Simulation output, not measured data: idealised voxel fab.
Title: Process Module voxel tone inversion
Cross-section cut: width 195 nm, square cells of 5 nm.
For the purposes of this document, a cross-section shall be understood as a grid of square cells, specified as bands listed in top-to-bottom order, each band consisting of one or more rows of cells.
In this notation a band is specified by the heights of its top and bottom, in that order and in nm, after which its materials appear from left to right, each paired with its width in nm. The word "throughout" attached to a single material means that material fills the band from edge to edge; the word "empty" stands for empty space.
For the purposes of this specification, 0 denotes the height below which the wafer in its as-received condition is composed wholly of one material, and the lowermost band, lacking a lower limit, extends downward without end, as expressed in "z 0 and below".
Width "30..40": first value at the band's top row of cells, second value at its bottom row, equal change from row to row.
Basically "nothing different" means that step didn't change any cell in the cross-section.
Each empty space that has no open way to the top and spans at least 8 cells appears under "Closed void register" as width x height at distance, the distance counted from the left edge, all in nm.
Where a step's line continues beyond its settings, the continuation is a remark by the simulator itself on that step.
A step's line can hold "overlay nm"; with a mask on that step, the setting says how far right of the planned place the mask lay, while a negative setting says it lay to the left.
[So here's the lineup of process steps we planned]
1,op RECEIVE | material Si
2,op CONFORMAL_DEP | material SiN | thk nm 10
3,op DIRECTIONAL_DEP | material aC | thk nm 15
4,op PATTERN | tone cover | mask id POSTS | material resist | width nm 20 | pitch nm 45 | thk nm 25 | overlay nm 0
5,op DIRECTIONAL_ETCH | etch materials aC | depth nm 15
6,op STRIP | etch materials resist
7,op FILL_DEP | material lowk | thk nm 5
8,op CMP | height nm 25
9,op STRIP | etch materials aC
[As received (post step 1): cross-section]
> z 0 and below  Si throughout
> Closed void register: none
[Cross-section taken at module completion on the first of two wafers; processed per the plan]
> z 25 to 10  lowk 65 nm, empty 20 nm, lowk 25 nm, empty 20 nm, lowk 65 nm
> z 10 to 0  SiN throughout
> z 0 and below  Si throughout
> Closed void register: none
[Second wafer of the two, sectioned at the end of the module. It began like the first and followed the same plan, but one mistake was made while running it]
> z 25 to 15  SiN throughout
> z 15 to 0  aC throughout
> z 0 and below  Si throughout
> Closed void register: none
So what did we get wrong on this run? transposition of steps 2 and 3 relative to the planned sequence
End of process, cell counts, second wafer against first, materials with more or fewer: aC: 117 more, lowk: 93 fewer
